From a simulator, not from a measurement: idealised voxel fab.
process module | voxel self aligned contacts
cross-section cut | 235 nm wide | cells 5 nm
A cross-section is a grid of square cells, given in bands from the top down. A band is one or more rows of cells.
Each band's line starts with the height of the band's top and of its bottom, in nm. Then come its materials from left to right, each with its width in nm. One material with "throughout" fills the band from edge to edge. "air" is empty space.
Height 0 is the level under which the wafer as received is all one material. The lowest band goes on downwards, as in "0 down".
A width such as "30 to 40" changes by the same amount from each row of cells to the next, from the band's top row to its bottom row.
"no change" after a step means that no cell of the cross-section changed.
closed voids: empty space of 8 cells or more with no open way to the top, each as width x height at its distance from the left edge, in nm
after a step's settings: what the simulator itself notes on the step
overlay nm, on a step with a mask: how far to the right of its planned place the mask lay; to the left if negative
plan
1 op RECEIVE | material Si
2 op OXIDIZE | depth nm 5
3 op DIRECTIONAL_DEP | material polySi | thk nm 30
4 op DIRECTIONAL_DEP | material SiN | thk nm 20
5 op PATTERN | tone cover | mask id GATE | material resist | width nm 30 | pitch nm 70 | thk nm 15 | overlay nm 0
6 op DIRECTIONAL_ETCH | etch materials SiN | depth nm 20
7 op DIRECTIONAL_ETCH | etch materials polySi | depth nm 30
8 op STRIP | etch materials resist
9 op CONFORMAL_DEP | material SiN | thk nm 10
10 op DIRECTIONAL_ETCH | etch materials SiN | depth nm 10
11 op FILL_DEP | material SiO2 | thk nm 20
12 op CMP | height nm 60
13 op DIRECTIONAL_DEP | material aC | thk nm 15
14 op PATTERN | tone open | mask id CONTACT | material resist | width nm 50 | pitch nm 70 | thk nm 30 | overlay nm 0
15 op DIRECTIONAL_ETCH | etch materials aC | depth nm 15
16 op STRIP | etch materials resist
17 op DIRECTIONAL_ETCH | etch materials SiO2 | depth nm 65
18 op STRIP | etch materials aC
19 op CONFORMAL_DEP | material TiN | thk nm 5
20 op FILL_DEP | material W | thk nm 5
21 op CMP | height nm 60
22 op CONFORMAL_DEP | material SiCN | thk nm 5
as received, after step 1
  0 down: Si throughout
  closed voids: none
a wafer at the end: this start, this plan, one mistake
  65 to 60: SiCN throughout
  60 to 55: W 50 | TiN 5 | SiO2 50 | TiN 5 | W 10 | TiN 5 | SiO2 50 | TiN 5 | W 55
  55 to 50: W 15 | TiN 40 | SiO2 50 | TiN 20 | SiO2 50 | TiN 40 | W 20
  50 to 30: W 15 | TiN 5 | SiN 50 | SiO2 20 | SiN 50 | SiO2 20 | SiN 50 | TiN 5 | W 20
  30 to 0: W 15 | TiN 5 | SiN 10 | polySi 30 | SiN 10 | SiO2 20 | SiN 10 | polySi 30 | SiN 10 | SiO2 20 | SiN 10 | polySi 30 | SiN 10 | TiN 5 | W 20
  0 to -5: TiN 20 | SiO2 190 | TiN 25
  -5 down: Si throughout
  closed voids: none
what went wrong: step 14 ran as: op PATTERN | tone cover | mask id CONTACT | material resist | width nm 50 | pitch nm 70 | thk nm 30 | overlay nm 0
